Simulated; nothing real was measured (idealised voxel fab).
process module | voxel wiring stack
The cross-section shown here is cut; it is 145 nm wide and divided into square cells measuring 5 nm on a side.
A cross-section is written here as square cells arranged in a grid, and it is given in bands from the top down, each band taking up one or more rows of cells.
The band entry comprises the height of the band's top followed by the height of its bottom, expressed in nm, and subsequently the band's materials from left to right, each stated together with its width in nm. Where a single material is marked with the word "all across", that material fills the band from edge to edge. The word "blank" represents empty space.
The reference from which all heights are counted is 0, the level beneath which the as-received wafer is entirely one material; the lowest band, having no lower bound, proceeds downward and is written after the example "z 0 and below".
When a width is written as two numbers, as in "30->40", the first number is the width in the top row of cells of the band and the second is the width in its bottom row, and the width changes by the same amount from each row to the next.
The designation "no modifications", where it is given for a processing step, indicates that no cell of the cross-section was altered in the course of that step.
Listed in "Encapsulated voids": every empty space of 8 or more cells without an open way to the top. Form: width x height at distance, the distance being from the left edge, all in nm.
Whatever follows a step's settings on its line is a remark the simulator itself makes about that step.
If you see "overlay nm" on a step's line and that step has a mask, it's telling you how far right of where it was planned the mask ended up; a negative number means it went left instead.

So here's the lineup of process steps we planned:
| 1 | RECEIVE, material Si |
| 2 | CONFORMAL_DEP, material SiO2, thk nm 15 |
| 3 | DIRECTIONAL_DEP, material TiN, thk nm 5 |
| 4 | DIRECTIONAL_DEP, material W, thk nm 15 |
| 5 | MASKED_ETCH, tone cover, mask id METAL_1, width nm 20, pitch nm 45, etch materials W, depth nm 15, overlay nm 0 |
| 6 | MASKED_ETCH, tone cover, mask id METAL_1, width nm 20, pitch nm 45, etch materials TiN, depth nm 5, overlay nm 0 |
| 7 | FILL_DEP, material lowk, thk nm 5 |
| 8 | CMP, height nm 35 |
| 9 | CONFORMAL_DEP, material SiCN, thk nm 5 |
| 10 | DIRECTIONAL_DEP, material lowk, thk nm 15 |
| 11 | DIRECTIONAL_DEP, material aC, thk nm 15 |
| 12 | PATTERN, tone open, mask id PLUG_1, material resist, width nm 15, thk nm 30, overlay nm 0 |
| 13 | DIRECTIONAL_ETCH, etch materials aC, depth nm 15 |
| 14 | STRIP, etch materials resist |
| 15 | DIRECTIONAL_ETCH, etch materials lowk, depth nm 15 |
| 16 | DIRECTIONAL_ETCH, etch materials SiCN, depth nm 5 |
| 17 | STRIP, etch materials aC |
| 18 | CONFORMAL_DEP, material TiN, thk nm 5 |
| 19 | FILL_DEP, material Ru, thk nm 5 |
| 20 | CMP, height nm 55 |
| 21 | CONFORMAL_DEP, material SiN, thk nm 5 |
| 22 | DIRECTIONAL_DEP, material SiO2, thk nm 15 |
| 23 | PATTERN, tone open, mask id METAL_2, material resist, width nm 20, pitch nm 45, thk nm 20, overlay nm 0 |
| 24 | DIRECTIONAL_ETCH, etch materials SiO2, depth nm 15 |
| 25 | DIRECTIONAL_ETCH, etch materials SiN, depth nm 5 |
| 26 | STRIP, etch materials resist |
| 27 | CONFORMAL_DEP, material TiN, thk nm 5 |
| 28 | FILL_DEP, material Ru, thk nm 10 |
| 29 | CMP, height nm 75 |
| 30 | CONFORMAL_DEP, material SiN, thk nm 5 |

First wafer, two in total, run as planned:

Cross-sectional view of the wafer in its as-received condition, corresponding to the state after step 1:
> z 0 and below  Si all across
> Encapsulated voids: none

Cross-sectional representation of the wafer at the conclusion of step 2:
> z 15 to 0  SiO2 all across
> Heights below 0 show no change.

Cross-sectional representation of the wafer at the conclusion of step 3:
> z 20 to 15  TiN all across
> Heights below 15 show no change.

Cross-sectional representation of the wafer at the conclusion of step 4:
> z 35 to 20  W all across
> Heights below 20 show no change.

Cross-sectional representation of the wafer at the conclusion of step 5:
> z 35 to 20  blank=40, W=20, blank=25, W=20, blank=40
> Heights below 20 show no change.

Cross-sectional representation of the wafer at the conclusion of step 6:
> z 35 to 20  blank=40, W=20, blank=25, W=20, blank=40
> z 20 to 15  blank=40, TiN=20, blank=25, TiN=20, blank=40
> Heights below 15 show no change.

Cross-sectional representation of the wafer at the conclusion of step 7:
> z 40 to 35  lowk all across
> z 35 to 20  lowk=40, W=20, lowk=25, W=20, lowk=40
> z 20 to 15  lowk=40, TiN=20, lowk=25, TiN=20, lowk=40
> Heights below 15 show no change.

Cross-sectional representation of the wafer at the conclusion of step 8:
> z 35 to 20  lowk=40, W=20, lowk=25, W=20, lowk=40
> Heights below 20 show no change.

Cross-sectional representation of the wafer at the conclusion of step 9:
> z 40 to 35  SiCN all across
> Heights below 35 show no change.

Cross-sectional representation of the wafer at the conclusion of step 10:
> z 55 to 40  lowk all across
> Heights below 40 show no change.

Cross-sectional representation of the wafer at the conclusion of step 11:
> z 70 to 55  aC all across
> Heights below 55 show no change.

Cross-sectional representation of the wafer at the conclusion of step 12:
> z 100 to 70  resist=40, blank=15, resist=90
> Heights below 70 show no change.

Cross-sectional representation of the wafer at the conclusion of step 13:
> z 85 to 70  resist=40, blank=15, resist=90
> z 70 to 55  aC=40, blank=15, aC=90
> Heights below 55 show no change.

Cross-sectional representation of the wafer at the conclusion of step 14:
> z 70 to 55  aC=40, blank=15, aC=90
> Heights below 55 show no change.

Cross-sectional representation of the wafer at the conclusion of step 15:
> z 70 to 55  aC=40, blank=15, aC=90
> z 55 to 40  lowk=40, blank=15, lowk=90
> Heights below 40 show no change.

Cross-sectional representation of the wafer at the conclusion of step 16:
> z 70 to 55  aC=40, blank=15, aC=90
> z 55 to 40  lowk=40, blank=15, lowk=90
> z 40 to 35  SiCN=40, blank=15, SiCN=90
> Heights below 35 show no change.

Cross-sectional representation of the wafer at the conclusion of step 17:
> z 55 to 40  lowk=40, blank=15, lowk=90
> Heights below 40 show no change.

Cross-sectional representation of the wafer at the conclusion of step 18:
> z 60 to 55  TiN=45, blank=5, TiN=95
> z 55 to 40  lowk=40, TiN=5, blank=5, TiN=5, lowk=90
> z 40 to 35  SiCN=40, TiN=15, SiCN=90
> Heights below 35 show no change.

Cross-sectional representation of the wafer at the conclusion of step 19:
> z 65 to 60  Ru all across
> z 60 to 55  TiN=45, Ru=5, TiN=95
> z 55 to 40  lowk=40, TiN=5, Ru=5, TiN=5, lowk=90
> Heights below 40 show no change.

Cross-sectional representation of the wafer at the conclusion of step 20:
> z 55 to 40  lowk=40, TiN=5, Ru=5, TiN=5, lowk=90
> Heights below 40 show no change.

Cross-sectional representation of the wafer at the conclusion of step 21:
> z 60 to 55  SiN all across
> Heights below 55 show no change.

Cross-sectional representation of the wafer at the conclusion of step 22:
> z 75 to 60  SiO2 all across
> Heights below 60 show no change.

Cross-sectional representation of the wafer at the conclusion of step 23:
> z 95 to 75  resist=40, blank=20, resist=25, blank=20, resist=40
> Heights below 75 show no change.

Cross-sectional representation of the wafer at the conclusion of step 24:
> z 95 to 75  resist=40, blank=20, resist=25, blank=20, resist=40
> z 75 to 60  SiO2=40, blank=20, SiO2=25, blank=20, SiO2=40
> Heights below 60 show no change.

Cross-sectional representation of the wafer at the conclusion of step 25:
> z 95 to 75  resist=40, blank=20, resist=25, blank=20, resist=40
> z 75 to 60  SiO2=40, blank=20, SiO2=25, blank=20, SiO2=40
> z 60 to 55  SiN=40, blank=20, SiN=25, blank=20, SiN=40
> Heights below 55 show no change.

Cross-sectional representation of the wafer at the conclusion of step 26:
> z 75 to 60  SiO2=40, blank=20, SiO2=25, blank=20, SiO2=40
> Heights below 60 show no change.

Cross-sectional representation of the wafer at the conclusion of step 27:
> z 80 to 75  TiN=45, blank=10, TiN=35, blank=10, TiN=45
> z 75 to 60  SiO2=40, TiN=5, blank=10, TiN=5, SiO2=25, TiN=5, blank=10, TiN=5, SiO2=40
> z 60 to 55  SiN=40, TiN=20, SiN=25, TiN=20, SiN=40
> Heights below 55 show no change.

Cross-sectional representation of the wafer at the conclusion of step 28:
> z 90 to 80  Ru all across
> z 80 to 75  TiN=45, Ru=10, TiN=35, Ru=10, TiN=45
> z 75 to 60  SiO2=40, TiN=5, Ru=10, TiN=5, SiO2=25, TiN=5, Ru=10, TiN=5, SiO2=40
> Heights below 60 show no change.

Cross-sectional representation of the wafer at the conclusion of step 29:
> z 75 to 60  SiO2=40, TiN=5, Ru=10, TiN=5, SiO2=25, TiN=5, Ru=10, TiN=5, SiO2=40
> Heights below 60 show no change.

Cross-sectional representation of the wafer at the conclusion of step 30:
> z 80 to 75  SiN all across
> Heights below 75 show no change.

Wafer two of the pair: same origin, same plan, one error during the run; identical to wafer one up to and including step 11:

Cross-section: second wafer, time at which step 12 was scheduled to end:
> z 100 to 70  blank=40, resist=15, blank=90
> Heights below 70 show no change.

Cross-section: second wafer, time at which step 13 was scheduled to end:
> z 85 to 70  blank=40, resist=15, blank=90
> z 70 to 55  blank=40, aC=15, blank=90
> Heights below 55 show no change.

Cross-section: second wafer, time at which step 14 was scheduled to end:
> z 70 to 55  blank=40, aC=15, blank=90
> Heights below 55 show no change.

Cross-section: second wafer, time at which step 15 was scheduled to end:
> z 70 to 55  blank=40, aC=15, blank=90
> z 55 to 40  blank=40, lowk=15, blank=90
> Heights below 40 show no change.

Cross-section: second wafer, time at which step 16 was scheduled to end:
> z 70 to 55  blank=40, aC=15, blank=90
> z 55 to 40  blank=40, lowk=15, blank=90
> z 40 to 35  blank=40, SiCN=15, blank=90
> Heights below 35 show no change.

Cross-section: second wafer, time at which step 17 was scheduled to end:
> z 55 to 40  blank=40, lowk=15, blank=90
> Heights below 40 show no change.

Cross-section: second wafer, time at which step 18 was scheduled to end:
> z 60 to 55  blank=35, TiN=25, blank=85
> z 55 to 40  blank=35, TiN=5, lowk=15, TiN=5, blank=85
> z 40 to 35  TiN=40, SiCN=15, TiN=90
> Heights below 35 show no change.

Cross-section: second wafer, time at which step 19 was scheduled to end:
> z 65 to 60  Ru all across
> z 60 to 55  Ru=35, TiN=25, Ru=85
> z 55 to 40  Ru=35, TiN=5, lowk=15, TiN=5, Ru=85
> Heights below 40 show no change.

Cross-section: second wafer, time at which step 20 was scheduled to end:
> z 55 to 40  Ru=35, TiN=5, lowk=15, TiN=5, Ru=85
> Heights below 40 show no change.

Cross-section: second wafer, time at which step 21 was scheduled to end:
> z 60 to 55  SiN all across
> Heights below 55 show no change.

Cross-section: second wafer, time at which step 22 was scheduled to end:
> z 75 to 60  SiO2 all across
> Heights below 60 show no change.

Cross-section: second wafer, time at which step 23 was scheduled to end:
> z 95 to 75  resist=40, blank=20, resist=25, blank=20, resist=40
> Heights below 75 show no change.

Cross-section: second wafer, time at which step 24 was scheduled to end:
> z 95 to 75  resist=40, blank=20, resist=25, blank=20, resist=40
> z 75 to 60  SiO2=40, blank=20, SiO2=25, blank=20, SiO2=40
> Heights below 60 show no change.

Cross-section: second wafer, time at which step 25 was scheduled to end:
> z 95 to 75  resist=40, blank=20, resist=25, blank=20, resist=40
> z 75 to 60  SiO2=40, blank=20, SiO2=25, blank=20, SiO2=40
> z 60 to 55  SiN=40, blank=20, SiN=25, blank=20, SiN=40
> Heights below 55 show no change.

Cross-section: second wafer, time at which step 26 was scheduled to end:
> z 75 to 60  SiO2=40, blank=20, SiO2=25, blank=20, SiO2=40
> Heights below 60 show no change.

Cross-section: second wafer, time at which step 27 was scheduled to end:
> z 80 to 75  TiN=45, blank=10, TiN=35, blank=10, TiN=45
> z 75 to 60  SiO2=40, TiN=5, blank=10, TiN=5, SiO2=25, TiN=5, blank=10, TiN=5, SiO2=40
> z 60 to 55  SiN=40, TiN=20, SiN=25, TiN=20, SiN=40
> Heights below 55 show no change.

Cross-section: second wafer, time at which step 28 was scheduled to end:
> z 90 to 80  Ru all across
> z 80 to 75  TiN=45, Ru=10, TiN=35, Ru=10, TiN=45
> z 75 to 60  SiO2=40, TiN=5, Ru=10, TiN=5, SiO2=25, TiN=5, Ru=10, TiN=5, SiO2=40
> Heights below 60 show no change.

Cross-section: second wafer, time at which step 29 was scheduled to end:
> z 75 to 60  SiO2=40, TiN=5, Ru=10, TiN=5, SiO2=25, TiN=5, Ru=10, TiN=5, SiO2=40
> Heights below 60 show no change.

Cross-section: second wafer, time at which step 30 was scheduled to end:
> z 80 to 75  SiN all across
> Heights below 75 show no change.
what went wrong: rather than as planned, step 12 actually ran as PATTERN, tone cover, mask id PLUG_1, material resist, width nm 15, thk nm 30, overlay nm 0
at the end the second wafer has, in cells: Ru +69 | SiCN -23 | TiN +23 | lowk -69
